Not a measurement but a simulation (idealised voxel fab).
process module | voxel self aligned contacts
cross-section cut | 295 nm wide | cells 5 nm
A cross-section is a grid of square cells, given in bands from the top down. A band is one or more rows of cells.
Each band's line starts with the height of the band's top and of its bottom, in nm. Then come its materials from left to right, each with its width in nm. One material with "throughout" fills the band from edge to edge. "air" is empty space.
Height 0 is the level under which the wafer as received is all one material. The lowest band goes on downwards, as in "0 down".
A width such as "30 to 40" changes by the same amount from each row of cells to the next, from the band's top row to its bottom row.
"no change" after a step means that no cell of the cross-section changed.
closed voids: empty space of 8 cells or more with no open way to the top, each as width x height at its distance from the left edge, in nm
after a step's settings: what the simulator itself notes on the step
overlay nm, on a step with a mask: how far to the right of its planned place the mask lay; to the left if negative
plan
1 op RECEIVE | material Si
2 op CONFORMAL_DEP | material SiO2 | thk nm 5
3 op DIRECTIONAL_DEP | material polySi | thk nm 25
4 op DIRECTIONAL_DEP | material SiN | thk nm 20
5 op PATTERN | tone cover | mask id GATE | material resist | width nm 30 | pitch nm 75 | thk nm 15 | overlay nm -15
6 op DIRECTIONAL_ETCH | etch materials SiN | depth nm 20
7 op DIRECTIONAL_ETCH | etch materials polySi | depth nm 25
8 op STRIP | etch materials resist
9 op CONFORMAL_DEP | material SiN | thk nm 10
10 op DIRECTIONAL_ETCH | etch materials SiN | depth nm 10
11 op FILL_DEP | material SiO2 | thk nm 15
12 op CMP | height nm 55
13 op MASKED_ETCH | tone open | mask id CONTACT | width nm 55 | etch materials SiO2 | depth nm 55 | overlay nm 0
14 op CONFORMAL_DEP | material TiN | thk nm 5
15 op FILL_DEP | material Ru | thk nm 5
16 op CMP | height nm 55
17 op CONFORMAL_DEP | material SiN | thk nm 5
varied across the wafers: overlay nm of step 5. The plan shows the first wafer's value. All wafers start alike
first wafer as received, after step 1
  0 down: Si throughout
  closed voids: none
each wafer at the end: cells of each material gained (+) or lost (-) since it was received, then its closed voids
overlay nm -15 | +30 Ru | +179 SiN | +408 SiO2 | +31 TiN | +60 polySi | closed voids: none
overlay nm -10 | +30 Ru | +179 SiN | +408 SiO2 | +31 TiN | +60 polySi | closed voids: none
overlay nm -5 | +30 Ru | +179 SiN | +408 SiO2 | +31 TiN | +60 polySi | closed voids: none
overlay nm 0 | +30 Ru | +179 SiN | +408 SiO2 | +31 TiN | +60 polySi | closed voids: none
overlay nm 5 | +30 Ru | +179 SiN | +408 SiO2 | +31 TiN | +60 polySi | closed voids: none
overlay nm 10 | +30 Ru | +179 SiN | +408 SiO2 | +31 TiN | +60 polySi | closed voids: none
overlay nm 15 | +30 Ru | +179 SiN | +408 SiO2 | +31 TiN | +60 polySi | closed voids: none
